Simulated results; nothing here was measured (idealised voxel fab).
Process module under the name voxel quadruple lines
Xsec cut, 170 nm wide, square cell size 5 nm.
Cross-section format: a grid of square cells, given as bands from top to bottom; each band is one or more rows of cells.
Top, bottom (nm), then materials left to right with widths (nm); lone material tagged "throughout" fills the whole band edge to edge; "blank" = empty space.
Heights from 0 (as-received wafer is one material below). Bottom band endless downward, as "0 down".
The notation "30..40" denotes a width that varies across the rows of cells in the band, beginning at the first number in the top row, finishing at the second number in the bottom row, and changing by an identical amount from each row to the next.
No cell of the cross-section changed in a step that is given as "stayed the same".
So "Unvented voids" is basically the list of trapped voids: any empty space of 8 cells or more that can't reach the top through an opening. They're written width x height at distance, the distance being from the left edge, and it's all nm.
What comes after the settings on a step's line is commentary from the simulator itself on that step.
The line of a step may include "overlay nm". On a step with a mask, this value is how far to the right of its planned place the mask lay. A negative value means the mask lay to the left.
-- Planned step list for the process
1. RECEIVE: material Si
2. CONFORMAL_DEP: material Al2O3, thk nm 5
3. DIRECTIONAL_DEP: material W, thk nm 10
4. DIRECTIONAL_DEP: material polySi, thk nm 15
5. DIRECTIONAL_DEP: material aC, thk nm 25
6. PATTERN: tone cover, mask id MANDREL, material resist, width nm 30, thk nm 35, overlay nm 0
7. DIRECTIONAL_ETCH: etch materials aC, depth nm 25
8. STRIP: etch materials resist
9. CONFORMAL_DEP: material SiO2, thk nm 10
10. DIRECTIONAL_ETCH: etch materials SiO2, depth nm 10
11. STRIP: etch materials aC
12. DIRECTIONAL_ETCH: etch materials polySi, depth nm 15
13. STRIP: etch materials SiO2
14. CONFORMAL_DEP: material SiCN, thk nm 10
15. DIRECTIONAL_ETCH: etch materials SiCN, depth nm 10
16. STRIP: etch materials polySi
17. DIRECTIONAL_ETCH: etch materials W, depth nm 10
18. STRIP: etch materials SiCN
19. FILL_DEP: material lowk, thk nm 10
20. CMP: height nm 15
-- Cross-sectional view of the wafer in its as-received condition, corresponding to the state after step 1
  0 down | Si throughout
  Unvented voids: none
-- Here's the wafer cut in cross-section after the module, started and planned just like above, except one thing was done wrong in the run
  15 to 5 | SiO2=50, then W=10, then SiO2=10, then W=10, then SiO2=10, then W=10, then SiO2=10, then W=10, then SiO2=50
  5 to 0 | Al2O3 throughout
  0 down | Si throughout
  Unvented voids: none
What was the processing mistake? step 19 off recipe, ran as FILL_DEP: material SiO2, thk nm 10
